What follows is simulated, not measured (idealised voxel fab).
process module | voxel wiring stack
cross-section cut | 230 nm wide | cells 5 nm
A cross-section is a grid of square cells, given in bands from the top down. A band is one or more rows of cells.
Each band's line starts with the height of the band's top and of its bottom, in nm. Then come its materials from left to right, each with its width in nm. One material with "throughout" fills the band from edge to edge. "air" is empty space.
Height 0 is the level under which the wafer as received is all one material. The lowest band goes on downwards, as in "0 down".
A width such as "30 to 40" changes by the same amount from each row of cells to the next, from the band's top row to its bottom row.
"no change" after a step means that no cell of the cross-section changed.
closed voids: empty space of 8 cells or more with no open way to the top, each as width x height at its distance from the left edge, in nm
after a step's settings: what the simulator itself notes on the step
overlay nm, on a step with a mask: how far to the right of its planned place the mask lay; to the left if negative
plan
1 op RECEIVE | material Si
2 op CONFORMAL_DEP | material SiO2 | thk nm 10
3 op DIRECTIONAL_DEP | material TiN | thk nm 5
4 op DIRECTIONAL_DEP | material Ru | thk nm 25
5 op MASKED_ETCH | tone cover | mask id METAL_1 | width nm 25 | pitch nm 40 | etch materials Ru | depth nm 25 | overlay nm 0
6 op MASKED_ETCH | tone cover | mask id METAL_1 | width nm 25 | pitch nm 40 | etch materials TiN | depth nm 5 | overlay nm 0
7 op CONFORMAL_DEP | material SiN | thk nm 5
8 op FILL_DEP | material lowk | thk nm 10
9 op CMP | height nm 40
10 op CONFORMAL_DEP | material SiCN | thk nm 5
11 op DIRECTIONAL_DEP | material SiO2 | thk nm 15
12 op DIRECTIONAL_DEP | material aC | thk nm 15
13 op PATTERN | tone open | mask id PLUG_1 | material resist | width nm 15 | pitch nm 80 | thk nm 35 | overlay nm 0
14 op DIRECTIONAL_ETCH | etch materials aC | depth nm 15
15 op STRIP | etch materials resist
16 op DIRECTIONAL_ETCH | etch materials SiO2 | depth nm 15
17 op DIRECTIONAL_ETCH | etch materials SiCN | depth nm 5
18 op STRIP | etch materials aC
19 op CONFORMAL_DEP | material TiN | thk nm 5
20 op FILL_DEP | material Ru | thk nm 5
21 op CMP | height nm 60
22 op DIRECTIONAL_DEP | material TiN | thk nm 5
23 op DIRECTIONAL_DEP | material Ru | thk nm 20
24 op MASKED_ETCH | tone cover | mask id METAL_2 | width nm 25 | pitch nm 40 | etch materials Ru | depth nm 20 | overlay nm 0
25 op MASKED_ETCH | tone cover | mask id METAL_2 | width nm 25 | pitch nm 40 | etch materials TiN | depth nm 5 | overlay nm 0
26 op CONFORMAL_DEP | material SiN | thk nm 5
27 op FILL_DEP | material lowk | thk nm 10
28 op CMP | height nm 85
29 op CONFORMAL_DEP | material SiCN | thk nm 5
as received, after step 1
  0 down: Si throughout
  closed voids: none
a wafer at the end: this start, this plan, one mistake
  90 to 85: SiCN throughout
  85 to 70: lowk 35 | SiN 5 | Ru 25 | SiN 5 | lowk 5 | SiN 5 | Ru 25 | SiN 5 | lowk 5 | SiN 5 | Ru 25 | SiN 5 | lowk 5 | SiN 5 | Ru 25 | SiN 5 | lowk 40
  70 to 65: lowk 35 | SiN 5 | Ru 25 | SiN 15 | Ru 25 | SiN 15 | Ru 25 | SiN 15 | Ru 25 | SiN 10 | lowk 35
  65 to 60: SiN 40 | TiN 30 | SiN 10 | TiN 30 | SiN 10 | TiN 30 | SiN 10 | TiN 30 | SiN 40
  60 to 45: SiO2 40 | TiN 5 | Ru 5 | TiN 5 | SiO2 65 | TiN 5 | Ru 5 | TiN 5 | SiO2 95
  45 to 40: SiCN 40 | TiN 15 | SiCN 65 | TiN 15 | SiCN 95
  40 to 15: lowk 35 | SiN 5 | Ru 25 | SiN 5 | lowk 5 | SiN 5 | Ru 25 | SiN 5 | lowk 5 | SiN 5 | Ru 25 | SiN 5 | lowk 5 | SiN 5 | Ru 25 | SiN 5 | lowk 40
  15 to 10: SiN 40 | TiN 25 | SiN 15 | TiN 25 | SiN 15 | TiN 25 | SiN 15 | TiN 25 | SiN 45
  10 to 0: SiO2 throughout
  0 down: Si throughout
  closed voids: none
what went wrong: step 25 ran as: op MASKED_ETCH | tone cover | mask id METAL_2 | width nm 25 | pitch nm 40 | etch materials TiN | depth nm 5 | overlay nm 5
